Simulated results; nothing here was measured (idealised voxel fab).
Process module in this document: voxel ribs on slabs
Xsec cut, 180 nm wide, square cell size 5 nm.
How to read a cross-section here: the picture is a grid of square cells, written as bands going from the top down, and any band can span one or more rows of cells.
The band entry comprises the height of the band's top followed by the height of its bottom, expressed in nm, and subsequently the band's materials from left to right, each stated together with its width in nm. Where a single material is marked with the word "everywhere", that material fills the band from edge to edge. The word "empty" represents empty space.
Height reference: 0 = level under which incoming wafer is all one material. Lowest band: no bottom, runs on downward, e.g. "0 and below".
The expression "30 to 40" gives the width at the extremes of the band, the first number at its top row of cells and the second at its bottom row, with the width changing by equal amounts from each row to the next in between.
Where the words "everything unchanged" appear for a step, the cross-section shows no cell changed by that step; every cell remained as before.
If an empty space has no open way to the top and is at least 8 cells in size, "Enclosed void catalog" lists it, written width x height at distance, where distance is measured from the left edge and every value is in nm.
Heads up: the bit after the settings on a step's line is the simulator's remark on that step.
On any step carrying a mask, the "overlay nm" setting, if present on the step's line, tells how far right of its planned place the mask lay; negative values point to the left.
## Here's what the planned process steps look like
1,RECEIVE [material Si]
2,DIRECTIONAL_DEP [material SiO2] [thk nm 25]
3,DIRECTIONAL_DEP [material polySi] [thk nm 15]
4,DIRECTIONAL_DEP [material aC] [thk nm 10]
5,PATTERN [tone cover] [mask id RIB] [material resist] [width nm 20] [thk nm 30] [overlay nm 0]
6,DIRECTIONAL_ETCH [etch materials aC] [depth nm 10]
7,STRIP [etch materials resist]
8,DIRECTIONAL_ETCH [etch materials polySi] [depth nm 10]
9,STRIP [etch materials aC]
10,PATTERN [tone cover] [mask id SLAB] [material resist] [width nm 70] [thk nm 15] [overlay nm 0]
11,DIRECTIONAL_ETCH [etch materials polySi] [depth nm 5]
12,STRIP [etch materials resist]
13,FILL_DEP [material SiO2] [thk nm 25]
14,CMP [height nm 55]
15,DIRECTIONAL_DEP [material TiN] [thk nm 10]
16,PATTERN [tone cover] [mask id HEATER] [material resist] [width nm 30] [thk nm 15] [overlay nm 0]
17,DIRECTIONAL_ETCH [etch materials TiN] [depth nm 10]
18,STRIP [etch materials resist]
19,CONFORMAL_DEP [material SiN] [thk nm 5]
## Delivered wafer in cross-section: state after step 1
* 0 and below = Si everywhere
* Enclosed void catalog: none
## The module was run from the start shown above using the plan shown above, but one mistake was made doing it; the resulting wafer cross-section is below
* 70 down to 65 = empty 70 nm  SiN 40 nm  empty 70 nm
* 65 down to 60 = empty 70 nm  SiN 5 nm  TiN 30 nm  SiN 5 nm  empty 70 nm
* 60 down to 55 = SiN 75 nm  TiN 30 nm  SiN 75 nm
* 55 down to 15 = SiO2 everywhere
* 15 down to 0 = polySi everywhere
* 0 and below = Si everywhere
* Enclosed void catalog: none
Error vs. plan: deviation from plan: step 3 and step 2 executed in one another's positions
